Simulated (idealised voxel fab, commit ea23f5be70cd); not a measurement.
Process module in this document: voxel released beams
This is section cut - it's 160 nm across, gridded in 5 nm square cells.
Reading order for cross-sections: top band down to bottom band. Underlying form: a grid of square cells. Band size: one or more rows of cells. Heads up on the band format: heights come first, top then bottom, in nm. After that it's the materials left to right, each with its width in nm. A single material flagged "throughout" fills the whole band edge to edge, and "blank" means there's empty space there. Basically, 0 is our baseline, since under it the wafer straight out of the box is all one material. The bottom band has no lower end and keeps on going down, so it looks like "from 0 down". Top row gets the first number, bottom row gets the second, and each row in between changes by the same step: that is how a band width like "30 to 40" works. Take "same as before" at face value: in the step it is given for, the cross-section changed in none of its cells. Entry "Enclosed cavity list". Content: empty spaces with no open connection to the top, size 8 cells or greater. Each: width x height at distance. Distance: from left edge. Unit: nm. The remark found on a step's line after its settings is issued by the simulator itself and pertains to that step. overlay nm: mask right of planned place by this much (step with mask). Neg. = left.
# This section lists the process steps that were planned
1: RECEIVE | material Si
2: CONFORMAL_DEP | material Al2O3 | thk nm 5
3: DIRECTIONAL_DEP | material SiO2 | thk nm 10
4: DIRECTIONAL_DEP | material aC | thk nm 15
5: PATTERN | tone open | mask id ANCHOR | material resist | width nm 25 | thk nm 30 | overlay nm 0
6: DIRECTIONAL_ETCH | etch materials aC | depth nm 15
7: STRIP | etch materials resist
8: DIRECTIONAL_ETCH | etch materials SiO2 | depth nm 10
9: STRIP | etch materials aC
10: CONFORMAL_DEP | material polySi | thk nm 10
11: DIRECTIONAL_DEP | material aC | thk nm 10
12: PATTERN | tone cover | mask id BEAM | material resist | width nm 85 | thk nm 25 | overlay nm 0
13: DIRECTIONAL_ETCH | etch materials aC | depth nm 10
14: STRIP | etch materials resist
15: DIRECTIONAL_ETCH | etch materials polySi | depth nm 10
16: STRIP | etch materials aC
17: STRIP | etch materials SiO2
# Incoming wafer in cross-section (state: after step 1)
	from 0 down  Si throughout
	Enclosed cavity list: none
# Here's the cross-section of the first of our two wafers at the end of the module - it ran as planned
	from 25 to 15  35 blank; 15 polySi; 5 blank; 65 polySi; 40 blank
	from 15 to 5  40 blank; 25 polySi; 95 blank
	from 5 to 0  Al2O3 throughout
	from 0 down  Si throughout
	Enclosed cavity list: none
# So this is wafer number two of the two, cut at the end of the module - it started where the first did and had the same plan, we just got one thing wrong running it
	from 35 to 25  35 blank; 15 polySi; 5 blank; 65 polySi; 40 blank
	from 25 to 15  40 blank; 25 polySi; 95 blank
	from 15 to 0  Al2O3 throughout
	from 0 down  Si throughout
	Enclosed cavity list: none
In executing the process, a mistake was made relative to the plan: it should be noted that step 2 was executed with settings other than those planned, the operation and settings actually applied being CONFORMAL_DEP | material Al2O3 | thk nm 15
Looking at both finished wafers in cells, the second ends up ahead of or behind the first on some materials: Al2O3: 64 more
